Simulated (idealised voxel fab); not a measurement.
Process module under the name voxel self aligned vias
The figure presents cross-section cut, which has a width of 290 nm and is divided into square cells with an edge length of 5 nm.
Notation: cross-section as square-cell grid; stated in bands, top first, going down; one or more cell rows per band. Band: top and bottom heights (nm) first, top before bottom; then materials from left to right, widths in nm. "throughout" marks a sole material filling the band edge to edge. "blank" denotes empty space. Where do heights start? At 0: under that level the wafer as delivered is made of one material only. And the lowest band has no floor; it just carries on downward, as in "top 0, no bottom". A width given as "30->40" starts at the first number in the band's top row and ends at the second number in its bottom row, shifting by an equal amount at every step from row to row. Where a step carries "nothing got changed", the cross-section came out of it unchanged, cell for cell. So "Unvented internal voids" is basically the list of trapped voids: any empty space of 8 cells or more that can't reach the top through an opening. They're written width x height at distance, the distance being from the left edge, and it's all nm. Where a step's line continues beyond its settings, the continuation is a remark by the simulator itself on that step. If you see "overlay nm" on a step's line and that step has a mask, it's telling you how far right of where it was planned the mask ended up; a negative number means it went left instead.

### The following list gives the planned process steps
| 1 | RECEIVE | material Si |
| 2 | CONFORMAL_DEP | material SiO2 | thk nm 15 |
| 3 | CONFORMAL_DEP | material SiCN | thk nm 5 |
| 4 | DIRECTIONAL_DEP | material SiO2 | thk nm 30 |
| 5 | PATTERN | tone open | mask id LINES | material resist | width nm 20 | pitch nm 60 | thk nm 20 | overlay nm 0 |
| 6 | DIRECTIONAL_ETCH | etch materials SiO2 | depth nm 30 |
| 7 | STRIP | etch materials resist |
| 8 | CONFORMAL_DEP | material TiN | thk nm 5 |
| 9 | FILL_DEP | material Ru | thk nm 5 |
| 10 | CMP | height nm 50 |
| 11 | SELECTIVE_ETCH | etch materials W Ru TiN | depth nm 10 |
| 12 | FILL_DEP | material SiN | thk nm 10 |
| 13 | CMP | height nm 50 |
| 14 | DIRECTIONAL_DEP | material SiO2 | thk nm 20 |
| 15 | PATTERN | tone open | mask id VIAS | material resist | width nm 40 | pitch nm 60 | thk nm 20 | overlay nm 0 |
| 16 | DIRECTIONAL_ETCH | etch materials SiO2 | depth nm 20 |
| 17 | DIRECTIONAL_ETCH | etch materials SiN | depth nm 10 |
| 18 | STRIP | etch materials resist |
| 19 | CONFORMAL_DEP | material TiN | thk nm 5 |
| 20 | FILL_DEP | material Ru | thk nm 5 |
| 21 | CMP | height nm 70 |
| 22 | CONFORMAL_DEP | material SiN | thk nm 5 |
Same starting wafers, different width nm at step 5. Plan value belongs to the first wafer.

### Cross-sectional view of the first of several wafers in the as-received condition, corresponding to the state following step 1
top 0, no bottom  Si throughout
Unvented internal voids: none

### Cross-sectional representation of the first of several wafers at the end of the module, i.e. after its terminal step, step 22
top 75, bottom 70  SiN throughout
top 70, bottom 55  SiO2=95, then TiN=5, then Ru=30, then TiN=5, then SiO2=20, then TiN=5, then Ru=30, then TiN=5, then SiO2=95
top 55, bottom 45  SiO2=95->105, then TiN=15->5, then Ru=10, then TiN=15->5, then SiO2=20->40, then TiN=15->5, then Ru=10, then TiN=15->5, then SiO2=95->105
top 45, bottom 40  SiO2=105, then TiN=20, then SiO2=40, then TiN=20, then SiO2=105
top 40, bottom 25  SiO2=105, then TiN=5, then Ru=10, then TiN=5, then SiO2=40, then TiN=5, then Ru=10, then TiN=5, then SiO2=105
top 25, bottom 20  SiO2=105, then TiN=20, then SiO2=40, then TiN=20, then SiO2=105
top 20, bottom 15  SiCN throughout
top 15, bottom 0  SiO2 throughout
top 0, no bottom  Si throughout
Unvented internal voids: none

### Showing the last wafer in cross-section at the end of the module
top 75, bottom 70  SiN throughout
top 70, bottom 50  SiO2=95, then TiN=5, then Ru=30, then TiN=5, then SiO2=20, then TiN=5, then Ru=30, then TiN=5, then SiO2=95
top 50, bottom 45  SiO2=95, then TiN=5, then Ru=30, then TiN=5, then SiN=5, then SiO2=15, then TiN=5, then Ru=30, then TiN=5, then SiN=5, then SiO2=90
top 45, bottom 40  SiO2=95, then TiN=40, then SiN=5, then SiO2=15, then TiN=40, then SiN=5, then SiO2=90
top 40, bottom 25  SiO2=95, then TiN=5, then Ru=35, then TiN=5, then SiO2=15, then TiN=5, then Ru=35, then TiN=5, then SiO2=90
top 25, bottom 20  SiO2=95, then TiN=45, then SiO2=15, then TiN=45, then SiO2=90
top 20, bottom 15  SiCN throughout
top 15, bottom 0  SiO2 throughout
top 0, no bottom  Si throughout
Unvented internal voids: none

### Per wafer (row), end of module: delta in cells per material since receipt, (+) for gained, (-) for lost; closed voids after that
width nm 20, +56 Ru, +58 SiCN, +58 SiN, +642 SiO2, +56 TiN, Unvented internal voids: none
width nm 25, +66 Ru, +58 SiCN, +58 SiN, +630 SiO2, +58 TiN, Unvented internal voids: none
width nm 30, +76 Ru, +58 SiCN, +58 SiN, +618 SiO2, +60 TiN, Unvented internal voids: none
width nm 35, +86 Ru, +58 SiCN, +58 SiN, +606 SiO2, +62 TiN, Unvented internal voids: none
width nm 40, +96 Ru, +58 SiCN, +58 SiN, +594 SiO2, +64 TiN, Unvented internal voids: none
width nm 45, +102 Ru, +58 SiCN, +62 SiN, +582 SiO2, +66 TiN, Unvented internal voids: none
